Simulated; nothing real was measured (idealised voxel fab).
voxel trench capacitor: a process module
Each square cell in cross-section cut measures 5 nm, and the section as a whole is 295 nm wide.
The cross-sections in this document take the form of a grid made of square cells. They are written out as bands, in order from top to bottom. Each band consists of one or more rows of cells.
It is stipulated that each band's entry specify, in nanometres, the height of the top of the band and then that of its bottom, followed by the materials of the band in left-to-right sequence, each together with its width in nanometres. A single material marked by the word "all across" is understood to fill the band from edge to edge; the word "air" is understood to denote empty space.
Heights are reckoned from 0. Under this level, the received wafer is all of one material. The bottommost band is open-ended downward, for example "0 and below".
The width entry "30->40" should be interpreted row by row: the top row of cells in the band takes the first number, the bottom row takes the second number, and the change between adjacent rows is uniform throughout.
Where a step carries "no change occurred", the cross-section came out of it unchanged, cell for cell.
If an empty space has no open way to the top and is at least 8 cells in size, "Sealed voids" lists it, written width x height at distance, where distance is measured from the left edge and every value is in nm.
Post-settings text on a step line: simulator's own remark regarding the step.
On any step carrying a mask, the "overlay nm" setting, if present on the step's line, tells how far right of its planned place the mask lay; negative values point to the left.

List of planned process steps:
| 1 | RECEIVE with material Si |
| 2 | CONFORMAL_DEP with material SiN, thk nm 10 |
| 3 | DIRECTIONAL_DEP with material aC, thk nm 10 |
| 4 | PATTERN with tone open, mask id TRENCH, material resist, width nm 20, pitch nm 50, thk nm 30, overlay nm -15 |
| 5 | DIRECTIONAL_ETCH with etch materials aC, depth nm 10 |
| 6 | STRIP with etch materials resist |
| 7 | DIRECTIONAL_ETCH with etch materials SiN, depth nm 10 |
| 8 | DIRECTIONAL_ETCH with etch materials Si, depth nm 35 |
| 9 | STRIP with etch materials aC |
| 10 | CONFORMAL_DEP with material Al2O3, thk nm 5 |
| 11 | FILL_DEP with material polySi, thk nm 5 |
| 12 | CMP with height nm 10 |
The wafers are alike at the start. At step 4, their overlay nm differs. The plan lists the first wafer's value.

Incoming state of the first of several wafers in cross-section: after step 1:
0 and below | Si all across
Sealed voids: none

Take a look at the first of several wafers in cross-section: the module is done, and step 12 was its last step:
10 down to 0 | SiN: 45, then Al2O3: 5, then polySi: 10, then Al2O3: 5, then SiN: 30, then Al2O3: 5, then polySi: 10, then Al2O3: 5, then SiN: 30, then Al2O3: 5, then polySi: 10, then Al2O3: 5, then SiN: 30, then Al2O3: 5, then polySi: 10, then Al2O3: 5, then SiN: 80
0 down to -30 | Si: 45, then Al2O3: 5, then polySi: 10, then Al2O3: 5, then Si: 30, then Al2O3: 5, then polySi: 10, then Al2O3: 5, then Si: 30, then Al2O3: 5, then polySi: 10, then Al2O3: 5, then Si: 30, then Al2O3: 5, then polySi: 10, then Al2O3: 5, then Si: 80
-30 down to -35 | Si: 45, then Al2O3: 20, then Si: 30, then Al2O3: 20, then Si: 30, then Al2O3: 20, then Si: 30, then Al2O3: 20, then Si: 80
-35 and below | Si all across
Sealed voids: none

Cross-sectional view of the final wafer of several at the module's end:
10 down to 0 | SiN: 75, then Al2O3: 5, then polySi: 10, then Al2O3: 5, then SiN: 30, then Al2O3: 5, then polySi: 10, then Al2O3: 5, then SiN: 30, then Al2O3: 5, then polySi: 10, then Al2O3: 5, then SiN: 30, then Al2O3: 5, then polySi: 10, then Al2O3: 5, then SiN: 50
0 down to -30 | Si: 75, then Al2O3: 5, then polySi: 10, then Al2O3: 5, then Si: 30, then Al2O3: 5, then polySi: 10, then Al2O3: 5, then Si: 30, then Al2O3: 5, then polySi: 10, then Al2O3: 5, then Si: 30, then Al2O3: 5, then polySi: 10, then Al2O3: 5, then Si: 50
-30 down to -35 | Si: 75, then Al2O3: 20, then Si: 30, then Al2O3: 20, then Si: 30, then Al2O3: 20, then Si: 30, then Al2O3: 20, then Si: 50
-35 and below | Si all across
Sealed voids: none

Below, a row for every wafer. Read it as the end-of-module picture: for each material the wafer shows its cells gained (+) or lost (-) since it was received, and then its closed voids:
overlay nm -15; +80 Al2O3; -112 Si; +86 SiN; +64 polySi; Sealed voids: none
overlay nm -10; +80 Al2O3; -112 Si; +86 SiN; +64 polySi; Sealed voids: none
overlay nm -5; +80 Al2O3; -112 Si; +86 SiN; +64 polySi; Sealed voids: none
overlay nm 0; +80 Al2O3; -112 Si; +86 SiN; +64 polySi; Sealed voids: none
overlay nm 5; +80 Al2O3; -112 Si; +86 SiN; +64 polySi; Sealed voids: none
overlay nm 10; +80 Al2O3; -112 Si; +86 SiN; +64 polySi; Sealed voids: none
overlay nm 15; +80 Al2O3; -112 Si; +86 SiN; +64 polySi; Sealed voids: none
